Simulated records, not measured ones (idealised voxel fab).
voxel tone inversion: a process module
155 nm wide, 5 nm square cells: that's cross-section cut.
Square cells in a grid make up a cross-section in this document, and the grid is given as bands, listed from the top down, each one or more rows of cells.
Basically the band line says how high the top is and how high the bottom is, in nm, and then what's in it from left to right, every material with its width in nm. Empty space shows up as "air", and if a single material carries "edge to edge" it runs the full band edge to edge.
Height 0 is the level under which the wafer as received is all one material. The lowest band goes on downwards, as in "from 0 down".
Note: "30..40" means the width goes from the first number (top row of the band) to the second number (bottom row) in equal steps per row of cells.
Where a step carries "stayed the same", the cross-section came out of it unchanged, cell for cell.
"Sealed void list" means: voids of 8 cells or more that are shut off from the top with no open way through. Written width x height at distance, distance from the left edge, in nm.
Step line, after settings: the simulator's comment on this step.
Each step line may optionally specify "overlay nm", which for a step with a mask gives the rightward distance between the mask's planned place and where it lay, a negative value indicating the leftward direction.
Planned process steps:
| 1 | RECEIVE: material Si |
| 2 | CONFORMAL_DEP: material SiN, thk nm 5 |
| 3 | DIRECTIONAL_DEP: material polySi, thk nm 25 |
| 4 | PATTERN: tone cover, mask id POSTS, material resist, width nm 15, pitch nm 45, thk nm 30, overlay nm 0 |
| 5 | DIRECTIONAL_ETCH: etch materials polySi, depth nm 25 |
| 6 | STRIP: etch materials resist |
| 7 | FILL_DEP: material SiO2, thk nm 10 |
| 8 | CMP: height nm 30 |
| 9 | STRIP: etch materials polySi |
| 10 | CONFORMAL_DEP: material TiN, thk nm 5 |
| 11 | FILL_DEP: material W, thk nm 10 |
| 12 | CMP: height nm 30 |
| 13 | CONFORMAL_DEP: material SiN, thk nm 5 |
The cross-section here shows the wafer as received, i.e. in its state after step 1:
	from 0 down  Si edge to edge
	Sealed void list: none
Cross-section taken at module completion on the first of two wafers; processed per the plan:
	from 35 to 30  SiN edge to edge
	from 30 to 10  45 SiO2 | 5 TiN | 5 W | 5 TiN | 30 SiO2 | 5 TiN | 5 W | 5 TiN | 50 SiO2
	from 10 to 5  45 SiO2 | 15 TiN | 30 SiO2 | 15 TiN | 50 SiO2
	from 5 to 0  SiN edge to edge
	from 0 down  Si edge to edge
	Sealed void list: none
Second wafer of the two, sectioned at the end of the module. It began like the first and followed the same plan, but one mistake was made while running it:
	from 35 to 30  SiN edge to edge
	from 30 to 25  SiO2 edge to edge
	from 25 to 0  45 SiO2 | 15 polySi | 30 SiO2 | 15 polySi | 50 SiO2
	from 0 down  Si edge to edge
	Sealed void list: none
Heads up, the wafer didn't run the way we planned it: it should be noted that step 2 of the plan was omitted and was not performed
The final cell counts differ between the wafers, with the second having more or fewer of some materials than the first: SiN -31; SiO2 +31; TiN -22; W -8; polySi +30
